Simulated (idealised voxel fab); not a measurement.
process module | voxel transistor to metal
cross-section cut | 180 nm wide | cells 5 nm
A cross-section is a grid of square cells, given in bands from the top down. A band is one or more rows of cells.
Each band's line starts with the height of the band's top and of its bottom, in nm. Then come its materials from left to right, each with its width in nm. One material with "throughout" fills the band from edge to edge. "air" is empty space.
Height 0 is the level under which the wafer as received is all one material. The lowest band goes on downwards, as in "0 down".
A width such as "30 to 40" changes by the same amount from each row of cells to the next, from the band's top row to its bottom row.
"no change" after a step means that no cell of the cross-section changed.
closed voids: empty space of 8 cells or more with no open way to the top, each as width x height at its distance from the left edge, in nm
after a step's settings: what the simulator itself notes on the step
overlay nm, on a step with a mask: how far to the right of its planned place the mask lay; to the left if negative
plan
1 op RECEIVE | material Si
2 op OXIDIZE | depth nm 5
3 op CONFORMAL_DEP | material SiN | thk nm 15
4 op DIRECTIONAL_DEP | material aC | thk nm 10
5 op PATTERN | tone cover | mask id ACTIVE | material resist | width nm 100 | thk nm 25 | overlay nm 0
6 op DIRECTIONAL_ETCH | etch materials aC | depth nm 10
7 op STRIP | etch materials resist
8 op DIRECTIONAL_ETCH | etch materials SiN | depth nm 15
9 op DIRECTIONAL_ETCH | etch materials SiO2 | depth nm 5
10 op DIRECTIONAL_ETCH | etch materials Si | depth nm 30
11 op STRIP | etch materials aC
12 op FILL_DEP | material SiO2 | thk nm 5
13 op CMP | height nm 15
14 op SELECTIVE_ETCH | etch materials SiO2 | depth nm 15
15 op STRIP | etch materials SiN
16 op SELECTIVE_ETCH | etch materials SiO2 | depth nm 5
17 op OXIDIZE | depth nm 5
18 op DIRECTIONAL_DEP | material polySi | thk nm 30
19 op DIRECTIONAL_DEP | material SiCN | thk nm 15
20 op PATTERN | tone cover | mask id GATE | material resist | width nm 20 | thk nm 20 | overlay nm 0
21 op DIRECTIONAL_ETCH | etch materials SiCN | depth nm 25
22 op DIRECTIONAL_ETCH | etch materials polySi | depth nm 40
23 op STRIP | etch materials resist
24 op CONFORMAL_DEP | material SiO2 | thk nm 5
25 op DIRECTIONAL_ETCH | etch materials SiO2 | depth nm 5
26 op CONFORMAL_DEP | material SiN | thk nm 10
27 op DIRECTIONAL_ETCH | etch materials SiN | depth nm 10
28 op DIRECTIONAL_ETCH | etch materials SiO2 | depth nm 5
29 op EPI | material SiGe | thk nm 5
30 op FILL_DEP | material SiO2 | thk nm 10
31 op CMP | height nm 40
32 op DIRECTIONAL_DEP | material SiO2 | thk nm 15
33 op MASKED_ETCH | tone open | mask id CONTACT | width nm 30 | pitch nm 60 | etch materials SiO2 | depth nm 60 | overlay nm 0
34 op CONFORMAL_DEP | material TiN | thk nm 5
35 op FILL_DEP | material W | thk nm 10
36 op CMP | height nm 55
37 op CONFORMAL_DEP | material SiCN | thk nm 5
38 op DIRECTIONAL_DEP | material lowk | thk nm 20
39 op MASKED_ETCH | tone open | mask id METAL_1 | width nm 15 | pitch nm 75 | etch materials lowk | depth nm 20 | overlay nm 0
40 op MASKED_ETCH | tone open | mask id METAL_1 | width nm 15 | pitch nm 75 | etch materials SiCN | depth nm 5 | overlay nm 0
41 op CONFORMAL_DEP | material TiN | thk nm 5
42 op FILL_DEP | material Cu | thk nm 5
43 op CMP | height nm 80
44 op EPI | material Ru | thk nm 5
45 op FILL_DEP | material SiCN | thk nm 5
46 op DIRECTIONAL_DEP | material lowk | thk nm 30
47 op MASKED_ETCH | tone open | mask id METAL_2 | width nm 15 | pitch nm 75 | etch materials lowk | depth nm 15 | overlay nm 0
48 op PATTERN | tone open | mask id METAL_2_HOLES | material resist | width nm 15 | pitch nm 75 | thk nm 20 | overlay nm 0
49 op DIRECTIONAL_ETCH | etch materials lowk | depth nm 15
50 op DIRECTIONAL_ETCH | etch materials SiCN | depth nm 5
51 op STRIP | etch materials resist
52 op CONFORMAL_DEP | material TiN | thk nm 5
53 op FILL_DEP | material Cu | thk nm 10
54 op CMP | height nm 120
55 op CONFORMAL_DEP | material SiCN | thk nm 5
first wafer, as planned
as received, after step 1
  0 down: Si throughout
  closed voids: none
after step 2
  0 to -5: SiO2 throughout
  below -5: unchanged
after step 3
  15 to 0: SiN throughout
  below 0: unchanged
after step 4
  25 to 15: aC throughout
  below 15: unchanged
after step 5
  50 to 25: air 40 | resist 100 | air 40
  below 25: unchanged
after step 6
  40 to 25: air 40 | resist 100 | air 40
  25 to 15: air 40 | aC 100 | air 40
  below 15: unchanged
after step 7
  25 to 15: air 40 | aC 100 | air 40
  below 15: unchanged
after step 8
  25 to 15: air 40 | aC 100 | air 40
  15 to 0: air 40 | SiN 100 | air 40
  below 0: unchanged
after step 9
  25 to 15: air 40 | aC 100 | air 40
  15 to 0: air 40 | SiN 100 | air 40
  0 to -5: air 40 | SiO2 100 | air 40
  below -5: unchanged
after step 10
  25 to 15: air 40 | aC 100 | air 40
  15 to 0: air 40 | SiN 100 | air 40
  0 to -5: air 40 | SiO2 100 | air 40
  -5 to -35: air 40 | Si 100 | air 40
  below -35: unchanged
after step 11
  15 to 0: air 40 | SiN 100 | air 40
  below 0: unchanged
after step 12
  20 to 15: SiO2 throughout
  15 to 0: SiO2 40 | SiN 100 | SiO2 40
  0 to -5: SiO2 throughout
  -5 to -35: SiO2 40 | Si 100 | SiO2 40
  below -35: unchanged
after step 13
  15 to 0: SiO2 40 | SiN 100 | SiO2 40
  below 0: unchanged
after step 14
  15 to 0: air 40 | SiN 100 | air 40
  below 0: unchanged
after step 15
  0 to -5: SiO2 throughout
  below -5: unchanged
after step 16
  -5 to -35: SiO2 40 | Si 100 | SiO2 40
  below -35: unchanged
after step 17
  -5 to -10: SiO2 throughout
  below -10: unchanged
after step 18
  25 to -5: polySi throughout
  below -5: unchanged
after step 19
  40 to 25: SiCN throughout
  below 25: unchanged
after step 20
  60 to 40: air 80 | resist 20 | air 80
  below 40: unchanged
after step 21
  60 to 40: air 80 | resist 20 | air 80
  40 to 25: air 80 | SiCN 20 | air 80
  below 25: unchanged
after step 22
  60 to 40: air 80 | resist 20 | air 80
  40 to 25: air 80 | SiCN 20 | air 80
  25 to -5: air 80 | polySi 20 | air 80
  below -5: unchanged
after step 23
  40 to 25: air 80 | SiCN 20 | air 80
  below 25: unchanged
after step 24
  45 to 40: air 75 | SiO2 30 | air 75
  40 to 25: air 75 | SiO2 5 | SiCN 20 | SiO2 5 | air 75
  25 to 0: air 75 | SiO2 5 | polySi 20 | SiO2 5 | air 75
  0 to -5: SiO2 80 | polySi 20 | SiO2 80
  below -5: unchanged
after step 25
  40 to 25: air 75 | SiO2 5 | SiCN 20 | SiO2 5 | air 75
  25 to -5: air 75 | SiO2 5 | polySi 20 | SiO2 5 | air 75
  below -5: unchanged
after step 26
  50 to 40: air 65 | SiN 50 | air 65
  40 to 25: air 65 | SiN 10 | SiO2 5 | SiCN 20 | SiO2 5 | SiN 10 | air 65
  25 to 5: air 65 | SiN 10 | SiO2 5 | polySi 20 | SiO2 5 | SiN 10 | air 65
  5 to -5: SiN 75 | SiO2 5 | polySi 20 | SiO2 5 | SiN 75
  below -5: unchanged
after step 27
  40 to 25: air 65 | SiN 10 | SiO2 5 | SiCN 20 | SiO2 5 | SiN 10 | air 65
  25 to -5: air 65 | SiN 10 | SiO2 5 | polySi 20 | SiO2 5 | SiN 10 | air 65
  below -5: unchanged
after step 28
  40 to 35: air 65 | SiN 10 | air 5 | SiCN 20 | air 5 | SiN 10 | air 65
  35 to 25: air 65 | SiN 10 | SiO2 5 | SiCN 20 | SiO2 5 | SiN 10 | air 65
  25 to -5: air 65 | SiN 10 | SiO2 5 | polySi 20 | SiO2 5 | SiN 10 | air 65
  -5 to -10: air 65 | SiO2 50 | air 65
  below -10: unchanged
after step 29
  40 to 35: air 65 | SiN 10 | air 5 | SiCN 20 | air 5 | SiN 10 | air 65
  35 to 25: air 65 | SiN 10 | SiO2 5 | SiCN 20 | SiO2 5 | SiN 10 | air 65
  25 to -5: air 65 | SiN 10 | SiO2 5 | polySi 20 | SiO2 5 | SiN 10 | air 65
  -5 to -10: air 35 | SiGe 30 | SiO2 50 | SiGe 30 | air 35
  below -10: unchanged
after step 30
  50 to 40: SiO2 throughout
  40 to 25: SiO2 65 | SiN 10 | SiO2 5 | SiCN 20 | SiO2 5 | SiN 10 | SiO2 65
  25 to -5: SiO2 65 | SiN 10 | SiO2 5 | polySi 20 | SiO2 5 | SiN 10 | SiO2 65
  -5 to -10: SiO2 35 | SiGe 30 | SiO2 50 | SiGe 30 | SiO2 35
  below -10: unchanged
after step 31
  40 to 25: SiO2 65 | SiN 10 | SiO2 5 | SiCN 20 | SiO2 5 | SiN 10 | SiO2 65
  below 25: unchanged
after step 32
  55 to 40: SiO2 throughout
  below 40: unchanged
after step 33
  55 to 40: SiO2 45 | air 30 | SiO2 30 | air 30 | SiO2 45
  40 to 25: SiO2 45 | air 20 | SiN 10 | SiO2 5 | SiCN 20 | SiO2 5 | SiN 10 | air 20 | SiO2 45
  25 to -5: SiO2 45 | air 20 | SiN 10 | SiO2 5 | polySi 20 | SiO2 5 | SiN 10 | air 20 | SiO2 45
  below -5: unchanged
after step 34
  60 to 55: TiN 50 | air 20 | TiN 40 | air 20 | TiN 50
  55 to 45: SiO2 45 | TiN 5 | air 20 | TiN 5 | SiO2 30 | TiN 5 | air 20 | TiN 5 | SiO2 45
  45 to 40: SiO2 45 | TiN 5 | air 10 | TiN 15 | SiO2 30 | TiN 15 | air 10 | TiN 5 | SiO2 45
  40 to 25: SiO2 45 | TiN 5 | air 10 | TiN 5 | SiN 10 | SiO2 5 | SiCN 20 | SiO2 5 | SiN 10 | TiN 5 | air 10 | TiN 5 | SiO2 45
  25 to 0: SiO2 45 | TiN 5 | air 10 | TiN 5 | SiN 10 | SiO2 5 | polySi 20 | SiO2 5 | SiN 10 | TiN 5 | air 10 | TiN 5 | SiO2 45
  0 to -5: SiO2 45 | TiN 20 | SiN 10 | SiO2 5 | polySi 20 | SiO2 5 | SiN 10 | TiN 20 | SiO2 45
  below -5: unchanged
after step 35
  70 to 60: W throughout
  60 to 55: TiN 50 | W 20 | TiN 40 | W 20 | TiN 50
  55 to 45: SiO2 45 | TiN 5 | W 20 | TiN 5 | SiO2 30 | TiN 5 | W 20 | TiN 5 | SiO2 45
  45 to 40: SiO2 45 | TiN 5 | W 10 | TiN 15 | SiO2 30 | TiN 15 | W 10 | TiN 5 | SiO2 45
  40 to 25: SiO2 45 | TiN 5 | W 10 | TiN 5 | SiN 10 | SiO2 5 | SiCN 20 | SiO2 5 | SiN 10 | TiN 5 | W 10 | TiN 5 | SiO2 45
  25 to 0: SiO2 45 | TiN 5 | W 10 | TiN 5 | SiN 10 | SiO2 5 | polySi 20 | SiO2 5 | SiN 10 | TiN 5 | W 10 | TiN 5 | SiO2 45
  below 0: unchanged
after step 36
  55 to 45: SiO2 45 | TiN 5 | W 20 | TiN 5 | SiO2 30 | TiN 5 | W 20 | TiN 5 | SiO2 45
  below 45: unchanged
after step 37
  60 to 55: SiCN throughout
  below 55: unchanged
after step 38
  80 to 60: lowk throughout
  below 60: unchanged
after step 39
  80 to 60: lowk 45 | air 15 | lowk 60 | air 15 | lowk 45
  below 60: unchanged
after step 40
  80 to 60: lowk 45 | air 15 | lowk 60 | air 15 | lowk 45
  60 to 55: SiCN 45 | air 15 | SiCN 60 | air 15 | SiCN 45
  below 55: unchanged
after step 41
  85 to 80: TiN 50 | air 5 | TiN 70 | air 5 | TiN 50
  80 to 60: lowk 45 | TiN 5 | air 5 | TiN 5 | lowk 60 | TiN 5 | air 5 | TiN 5 | lowk 45
  60 to 55: SiCN 45 | TiN 15 | SiCN 60 | TiN 15 | SiCN 45
  below 55: unchanged
after step 42
  90 to 85: Cu throughout
  85 to 80: TiN 50 | Cu 5 | TiN 70 | Cu 5 | TiN 50
  80 to 60: lowk 45 | TiN 5 | Cu 5 | TiN 5 | lowk 60 | TiN 5 | Cu 5 | TiN 5 | lowk 45
  below 60: unchanged
after step 43
  80 to 60: lowk 45 | TiN 5 | Cu 5 | TiN 5 | lowk 60 | TiN 5 | Cu 5 | TiN 5 | lowk 45
  below 60: unchanged
after step 44
  85 to 80: air 40 | Ru 25 | air 50 | Ru 25 | air 40
  below 80: unchanged
after step 45
  90 to 85: SiCN throughout
  85 to 80: SiCN 40 | Ru 25 | SiCN 50 | Ru 25 | SiCN 40
  below 80: unchanged
after step 46
  120 to 90: lowk throughout
  below 90: unchanged
after step 47
  120 to 105: lowk 45 | air 15 | lowk 60 | air 15 | lowk 45
  below 105: unchanged
after step 48
  140 to 120: resist 45 | air 15 | resist 60 | air 15 | resist 45
  below 120: unchanged
after step 49
  140 to 120: resist 45 | air 15 | resist 60 | air 15 | resist 45
  120 to 90: lowk 45 | air 15 | lowk 60 | air 15 | lowk 45
  below 90: unchanged
after step 50
  140 to 120: resist 45 | air 15 | resist 60 | air 15 | resist 45
  120 to 90: lowk 45 | air 15 | lowk 60 | air 15 | lowk 45
  90 to 85: SiCN 45 | air 15 | SiCN 60 | air 15 | SiCN 45
  below 85: unchanged
after step 51
  120 to 90: lowk 45 | air 15 | lowk 60 | air 15 | lowk 45
  below 90: unchanged
after step 52
  125 to 120: TiN 50 | air 5 | TiN 70 | air 5 | TiN 50
  120 to 90: lowk 45 | TiN 5 | air 5 | TiN 5 | lowk 60 | TiN 5 | air 5 | TiN 5 | lowk 45
  90 to 85: SiCN 45 | TiN 15 | SiCN 60 | TiN 15 | SiCN 45
  below 85: unchanged
after step 53
  135 to 125: Cu throughout
  125 to 120: TiN 50 | Cu 5 | TiN 70 | Cu 5 | TiN 50
  120 to 90: lowk 45 | TiN 5 | Cu 5 | TiN 5 | lowk 60 | TiN 5 | Cu 5 | TiN 5 | lowk 45
  below 90: unchanged
after step 54
  120 to 90: lowk 45 | TiN 5 | Cu 5 | TiN 5 | lowk 60 | TiN 5 | Cu 5 | TiN 5 | lowk 45
  below 90: unchanged
after step 55
  125 to 120: SiCN throughout
  below 120: unchanged
second wafer: like start, like plan, one mistake. Through step 53 it matches the first wafer
when step 54 should have ended: no change
when step 55 should have ended
  140 to 135: SiCN throughout
  below 135: unchanged
what went wrong: step 54 was left out
at the end the second wafer has, in cells: 74 more of Cu | 34 more of TiN
